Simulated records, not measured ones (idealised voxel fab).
The following is a process module called voxel released beams.
Square cell edge 5 nm, section width 255 nm, ID cut.
Reading order for cross-sections: top band down to bottom band. Underlying form: a grid of square cells. Band size: one or more rows of cells. In this notation a band is specified by the heights of its top and bottom, in that order and in nm, after which its materials appear from left to right, each paired with its width in nm. The word "full width" attached to a single material means that material fills the band from edge to edge; the word "blank" stands for empty space. A quick word on heights: they are counted from 0, and under that level the wafer as it came to us is one material throughout. The lowest band is different from the rest in having no bottom; it simply continues downward, written as in "0 -> down". The notation "30 to 40" denotes a width that varies across the rows of cells in the band, beginning at the first number in the top row, finishing at the second number in the bottom row, and changing by an identical amount from each row to the next. Any step labelled "nothing was modified" changed none of the cells in the cross-section. Heads up: "Unvented internal voids" only lists the empty pockets with no open path to the top that are 8 cells or more, and it writes them as width x height at distance, distance from the left edge, in nm. Text after the settings on a step's line: the simulator's own remark on that step. Among the settings permitted on a step's line is "overlay nm"; applied to a step with a mask, it specifies the extent to which the mask lay to the right of its planned position, whereas a negative figure signifies a position to the left.

These are the steps we planned for the process
step 1: RECEIVE | material Si
step 2: CONFORMAL_DEP | material SiN | thk nm 10
step 3: DIRECTIONAL_DEP | material SiO2 | thk nm 10
step 4: MASKED_ETCH | tone open | mask id ANCHOR | width nm 45 | etch materials SiO2 | depth nm 10 | overlay nm 0
step 5: CONFORMAL_DEP | material TiN | thk nm 15
step 6: MASKED_ETCH | tone cover | mask id BEAM | width nm 120 | etch materials TiN | depth nm 15 | overlay nm 0
step 7: STRIP | etch materials SiO2

The cross-section here shows the wafer as received, i.e. in its state after step 1
> 0 -> down: Si full width
> Unvented internal voids: none

Sectioned view, first of two wafers, at the close of the module, processed as intended in the plan
> 35 -> 25: 65 blank; 20 TiN; 15 blank; 85 TiN; 70 blank
> 25 -> 20: 65 blank; 120 TiN; 70 blank
> 20 -> 10: 70 blank; 45 TiN; 140 blank
> 10 -> 0: SiN full width
> 0 -> down: Si full width
> Unvented internal voids: none

Cross-section, second wafer: same start as the first, same plan as the first, one mistake in running it; taken at the end of the module
> 50 -> 35: 65 blank; 120 TiN; 70 blank
> 35 -> 20: TiN full width
> 20 -> 10: 70 SiO2; 45 TiN; 140 SiO2
> 10 -> 0: SiN full width
> 0 -> down: Si full width
> Unvented internal voids: none
What was the processing mistake? plan step 5 was conducted twice
Final wafer comparison in cells, second versus first, more or fewer per material: SiO2: 84 more; TiN: 159 more
